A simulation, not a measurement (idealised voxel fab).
Process module name: voxel self aligned contacts
The cross-section shown here is cut; it is 230 nm wide and divided into square cells measuring 5 nm on a side.
Heads up, the way a cross-section reads in here is a grid of square cells, handed over as bands from the top down, with every band being one or more rows of cells. Heights first: top, then bottom, in nm. Then materials, left to right, each with a width in nm. "throughout" on a single material: fills the band edge to edge. "empty": empty space. Measure heights from 0. That's the level where, below it, the as-received wafer is all one material. The lowest band is bottomless and extends downward; write it as in "z 0 and below". Note: "30..40" means the width goes from the first number (top row of the band) to the second number (bottom row) in equal steps per row of cells. What does "no change" mean for a step? It means no cell of the cross-section changed in that step. If an empty space has no open way to the top and is at least 8 cells in size, "Enclosed cavity list" lists it, written width x height at distance, where distance is measured from the left edge and every value is in nm. It should be noted that, on the line of a given step, the content following the step's settings is a remark produced by the simulator itself with respect to that step. If you see "overlay nm" on a step's line and that step has a mask, it's telling you how far right of where it was planned the mask ended up; a negative number means it went left instead.
# Process steps - plan
1 RECEIVE [material Si]
2 OXIDIZE [depth nm 5]
3 DIRECTIONAL_DEP [material polySi] [thk nm 30]
4 DIRECTIONAL_DEP [material SiN] [thk nm 20]
5 MASKED_ETCH [tone cover] [mask id GATE] [width nm 30] [pitch nm 75] [etch materials SiN] [depth nm 20] [overlay nm 0]
6 MASKED_ETCH [tone cover] [mask id GATE] [width nm 30] [pitch nm 75] [etch materials polySi] [depth nm 30] [overlay nm 0]
7 CONFORMAL_DEP [material SiN] [thk nm 10]
8 DIRECTIONAL_ETCH [etch materials SiN] [depth nm 10]
9 FILL_DEP [material SiO2] [thk nm 15]
10 CMP [height nm 55]
11 DIRECTIONAL_DEP [material aC] [thk nm 15]
12 PATTERN [tone open] [mask id CONTACT] [material resist] [width nm 55] [pitch nm 75] [thk nm 35] [overlay nm 0]
13 DIRECTIONAL_ETCH [etch materials aC] [depth nm 15]
14 STRIP [etch materials resist]
15 DIRECTIONAL_ETCH [etch materials SiO2] [depth nm 60]
16 STRIP [etch materials aC]
17 CONFORMAL_DEP [material TiN] [thk nm 5]
18 FILL_DEP [material Ru] [thk nm 5]
19 CMP [height nm 55]
20 CONFORMAL_DEP [material SiCN] [thk nm 5]
# Step 1 complete: cross-section of the wafer as received
    z 0 and below | Si throughout
    Enclosed cavity list: none
# Here's the cross-section of the first of our two wafers at the end of the module - it ran as planned
    z 60 to 55 | SiCN throughout
    z 55 to 50 | SiO2 50 nm | TiN 20 nm | Ru 15 nm | TiN 20 nm | SiO2 20 nm | TiN 20 nm | Ru 15 nm | TiN 20 nm | SiO2 50 nm
    z 50 to 30 | SiO2 15 nm | SiN 50 nm | TiN 5 nm | Ru 15 nm | TiN 5 nm | SiN 50 nm | TiN 5 nm | Ru 15 nm | TiN 5 nm | SiN 50 nm | SiO2 15 nm
    z 30 to 0 | SiO2 15 nm | SiN 10 nm | polySi 30 nm | SiN 10 nm | TiN 5 nm | Ru 15 nm | TiN 5 nm | SiN 10 nm | polySi 30 nm | SiN 10 nm | TiN 5 nm | Ru 15 nm | TiN 5 nm | SiN 10 nm | polySi 30 nm | SiN 10 nm | SiO2 15 nm
    z 0 to -5 | SiO2 65 nm | TiN 25 nm | SiO2 50 nm | TiN 25 nm | SiO2 65 nm
    z -5 and below | Si throughout
    Enclosed cavity list: none
# Cross-section, wafer two of two, end of module: same start and plan as wafer one, one error in execution
    z 60 to 55 | SiCN throughout
    z 55 to 30 | SiO2 15 nm | SiN 50 nm | TiN 5 nm | Ru 15 nm | TiN 5 nm | SiN 50 nm | TiN 5 nm | Ru 15 nm | TiN 5 nm | SiN 50 nm | SiO2 15 nm
    z 30 to 10 | SiO2 15 nm | SiN 10 nm | polySi 30 nm | SiN 10 nm | TiN 5 nm | Ru 15 nm | TiN 5 nm | SiN 10 nm | polySi 30 nm | SiN 10 nm | TiN 5 nm | Ru 15 nm | TiN 5 nm | SiN 10 nm | polySi 30 nm | SiN 10 nm | SiO2 15 nm
    z 10 to 5 | SiO2 15 nm | SiN 10 nm | polySi 30 nm | SiN 10 nm | TiN 25 nm | SiN 10 nm | polySi 30 nm | SiN 10 nm | TiN 25 nm | SiN 10 nm | polySi 30 nm | SiN 10 nm | SiO2 15 nm
    z 5 to 0 | SiN 25 nm | polySi 30 nm | SiN 45 nm | polySi 30 nm | SiN 45 nm | polySi 30 nm | SiN 25 nm
    z 0 to -5 | SiO2 throughout
    z -5 and below | Si throughout
    Enclosed cavity list: none
Short version of what went wrong: step 8 ran as: DIRECTIONAL_ETCH [etch materials SiN] [depth nm 5]
The final cell counts differ between the wafers, with the second having more or fewer of some materials than the first: -12 Ru | +46 SiN | -14 SiO2 | -20 TiN
